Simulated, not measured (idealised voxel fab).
process module | voxel self aligned contacts
cross-section cut | 245 nm wide | cells 5 nm
A cross-section is a grid of square cells, given in bands from the top down. A band is one or more rows of cells.
Each band's line starts with the height of the band's top and of its bottom, in nm. Then come its materials from left to right, each with its width in nm. One material with "throughout" fills the band from edge to edge. "air" is empty space.
Height 0 is the level under which the wafer as received is all one material. The lowest band goes on downwards, as in "0 down".
A width such as "30 to 40" changes by the same amount from each row of cells to the next, from the band's top row to its bottom row.
"no change" after a step means that no cell of the cross-section changed.
closed voids: empty space of 8 cells or more with no open way to the top, each as width x height at its distance from the left edge, in nm
after a step's settings: what the simulator itself notes on the step
overlay nm, on a step with a mask: how far to the right of its planned place the mask lay; to the left if negative
plan
1 op RECEIVE | material Si
2 op OXIDIZE | depth nm 5
3 op DIRECTIONAL_DEP | material polySi | thk nm 30
4 op DIRECTIONAL_DEP | material SiN | thk nm 15
5 op MASKED_ETCH | tone cover | mask id GATE | width nm 35 | pitch nm 70 | etch materials SiN | depth nm 15 | overlay nm 0
6 op MASKED_ETCH | tone cover | mask id GATE | width nm 35 | pitch nm 70 | etch materials polySi | depth nm 30 | overlay nm 0
7 op CONFORMAL_DEP | material SiN | thk nm 5
8 op DIRECTIONAL_ETCH | etch materials SiN | depth nm 5
9 op FILL_DEP | material SiO2 | thk nm 15
10 op CMP | height nm 50
11 op DIRECTIONAL_DEP | material aC | thk nm 15
12 op PATTERN | tone open | mask id CONTACT | material resist | width nm 55 | pitch nm 70 | thk nm 35 | overlay nm 0
13 op DIRECTIONAL_ETCH | etch materials aC | depth nm 15
14 op STRIP | etch materials resist
15 op DIRECTIONAL_ETCH | etch materials SiO2 | depth nm 55
16 op STRIP | etch materials aC
17 op CONFORMAL_DEP | material TiN | thk nm 5
18 op FILL_DEP | material Ru | thk nm 10
19 op CMP | height nm 50
20 op CONFORMAL_DEP | material SiCN | thk nm 5
as received, after step 1
  0 down: Si throughout
  closed voids: none
first wafer at the end, as planned
  55 to 50: SiCN throughout
  50 to 45: SiO2 60 | TiN 20 | Ru 15 | TiN 20 | SiO2 15 | TiN 20 | Ru 15 | TiN 20 | SiO2 60
  45 to 30: SiO2 30 | SiN 45 | TiN 5 | Ru 15 | TiN 5 | SiN 45 | TiN 5 | Ru 15 | TiN 5 | SiN 45 | SiO2 30
  30 to 0: SiO2 30 | SiN 5 | polySi 35 | SiN 5 | TiN 5 | Ru 15 | TiN 5 | SiN 5 | polySi 35 | SiN 5 | TiN 5 | Ru 15 | TiN 5 | SiN 5 | polySi 35 | SiN 5 | SiO2 30
  0 to -5: SiO2 75 | TiN 25 | SiO2 45 | TiN 25 | SiO2 75
  -5 down: Si throughout
  closed voids: none
second wafer at the end: like start, like plan, one mistake
  55 to 50: SiCN throughout
  50 to 45: SiO2 55 | TiN 25 | Ru 15 | TiN 15 | SiO2 15 | TiN 25 | Ru 15 | TiN 15 | SiO2 65
  45 to 30: SiO2 30 | SiN 45 | TiN 5 | Ru 15 | TiN 5 | SiN 45 | TiN 5 | Ru 15 | TiN 5 | SiN 45 | SiO2 30
  30 to 0: SiO2 30 | SiN 5 | polySi 35 | SiN 5 | TiN 5 | Ru 15 | TiN 5 | SiN 5 | polySi 35 | SiN 5 | TiN 5 | Ru 15 | TiN 5 | SiN 5 | polySi 35 | SiN 5 | SiO2 30
  0 to -5: SiO2 75 | TiN 25 | SiO2 45 | TiN 25 | SiO2 75
  -5 down: Si throughout
  closed voids: none
what went wrong: step 12 ran as: op PATTERN | tone open | mask id CONTACT | material resist | width nm 55 | pitch nm 70 | thk nm 35 | overlay nm -5
at the end the second wafer has, in cells: as many of each material as the first, in other places
